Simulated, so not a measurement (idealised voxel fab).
This is a process module. Its name is voxel tone inversion.
Displayed cross-section: cut, width of 175 nm, square cells sized 5 nm.
Cross-section, as written here: a square-cell grid given band by band from the top down, where a band holds one or more rows of cells. Heights first: top, then bottom, in nm. Then materials, left to right, each with a width in nm. "edge to edge" on a single material: fills the band edge to edge. "empty": empty space. Zero point of the height axis is 0; under it, received wafer = one material. Lowest band: continues down indefinitely, "0..down". Graded width ("30 to 40"): value in top row of band = first number; value in bottom row = second number; row-to-row change constant. Step note "everything unchanged" = no cross-section cell changed. Basically, "Internal closed voids" tells you about the enclosed voids: empty spaces with no open way to the top, 8 cells or bigger, each written width x height at distance, where distance is from the left edge, all in nm. Where a step's line continues beyond its settings, the continuation is a remark by the simulator itself on that step. The line of a step may include "overlay nm". On a step with a mask, this value is how far to the right of its planned place the mask lay. A negative value means the mask lay to the left.

-- Set out below are the planned steps of the process
1: RECEIVE: material Si
2: CONFORMAL_DEP: material SiCN, thk nm 5
3: DIRECTIONAL_DEP: material aC, thk nm 25
4: PATTERN: tone cover, mask id POSTS, material resist, width nm 20, pitch nm 40, thk nm 30, overlay nm 0
5: DIRECTIONAL_ETCH: etch materials aC, depth nm 25
6: STRIP: etch materials resist
7: FILL_DEP: material lowk, thk nm 5
8: CMP: height nm 30
9: STRIP: etch materials aC

-- Incoming wafer in cross-section (state: after step 1)
  0..down  Si edge to edge
  Internal closed voids: none

-- Here's the cross-section of the first of our two wafers at the end of the module - it ran as planned
  30..5  lowk (55), then empty (20), then lowk (20), then empty (20), then lowk (60)
  5..0  SiCN edge to edge
  0..down  Si edge to edge
  Internal closed voids: none

-- The second wafer, shown in cross-section after the module: started the same way as the first and given the same plan, yet one mistake crept into how it was run
  30..5  lowk (55), then empty (25), then lowk (15), then empty (25), then lowk (55)
  5..0  SiCN edge to edge
  0..down  Si edge to edge
  Internal closed voids: none
What broke from the plan during processing? step 4 ran with different settings than intended, the actual operation and settings being PATTERN: tone cover, mask id POSTS, material resist, width nm 25, pitch nm 40, thk nm 30, overlay nm 0
Per the end-of-run cell counts, the second wafer holds more or fewer of some materials than the first: lowk -10
